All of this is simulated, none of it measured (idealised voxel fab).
Process module, titled voxel tone inversion
Xsec cut, 230 nm wide, square cell size 5 nm.
Throughout this document, each cross-section is represented as a grid of square cells and is presented as a sequence of bands enumerated from the top downward, where a band comprises one or more rows of cells. Quick guide to a band line: top height, bottom height (nm) up front; then every material left to right with its width in nm. Only one material and it's marked "full width"? Then it fills the band edge to edge. And "air" just means empty space. For the purposes of this specification, 0 denotes the height below which the wafer in its as-received condition is composed wholly of one material, and the lowermost band, lacking a lower limit, extends downward without end, as expressed in "top 0, no bottom". A width such as "30 to 40" changes by the same amount from each row of cells to the next, from the band's top row to its bottom row. "identical to before" (step): cross-section cells unchanged, all of them. "Trapped voids" contains a list of empty spaces, each no smaller than 8 cells and without an open way to the top, written in the form width x height at distance with the distance from the left edge and all three in nm. Heads up: the bit after the settings on a step's line is the simulator's remark on that step. A step line may carry the setting "overlay nm", which, for steps involving a mask, states the distance by which the mask lay to the right of its intended position; negative values denote displacement to the left.
### The following list gives the planned process steps
1) RECEIVE with material Si
2) CONFORMAL_DEP with material SiN, thk nm 10
3) DIRECTIONAL_DEP with material polySi, thk nm 20
4) PATTERN with tone cover, mask id POSTS, material resist, width nm 15, pitch nm 40, thk nm 25, overlay nm -15
5) DIRECTIONAL_ETCH with etch materials polySi, depth nm 20
6) STRIP with etch materials resist
7) FILL_DEP with material SiO2, thk nm 5
8) CMP with height nm 30
9) STRIP with etch materials polySi
varied across the wafers: overlay nm of step 4. The plan shows the first wafer's value. All wafers start alike
### The as-received cross-section of the first of several wafers corresponds to the state after step 1
top 0, no bottom | Si full width
Trapped voids: none
### First of several wafers in cross-section at module end, following the final step, step 9
top 30, bottom 10 | SiO2: 50  air: 15  SiO2: 25  air: 15  SiO2: 25  air: 15  SiO2: 85
top 10, bottom 0 | SiN full width
top 0, no bottom | Si full width
Trapped voids: none
### A cross-section through the last wafer at the close of the module
top 30, bottom 10 | SiO2: 80  air: 15  SiO2: 25  air: 15  SiO2: 25  air: 15  SiO2: 55
top 10, bottom 0 | SiN full width
top 0, no bottom | Si full width
Trapped voids: none
### The following table contains a row per wafer, in which are reported, at the conclusion of the module, the cells of each material gained (+) or lost (-) since the wafer's receipt, with its closed voids given thereafter
overlay nm -15, +92 SiN, +148 SiO2, Trapped voids: none
overlay nm -10, +92 SiN, +148 SiO2, Trapped voids: none
overlay nm -5, +92 SiN, +148 SiO2, Trapped voids: none
overlay nm 0, +92 SiN, +148 SiO2, Trapped voids: none
overlay nm 5, +92 SiN, +148 SiO2, Trapped voids: none
overlay nm 10, +92 SiN, +148 SiO2, Trapped voids: none
overlay nm 15, +92 SiN, +148 SiO2, Trapped voids: none
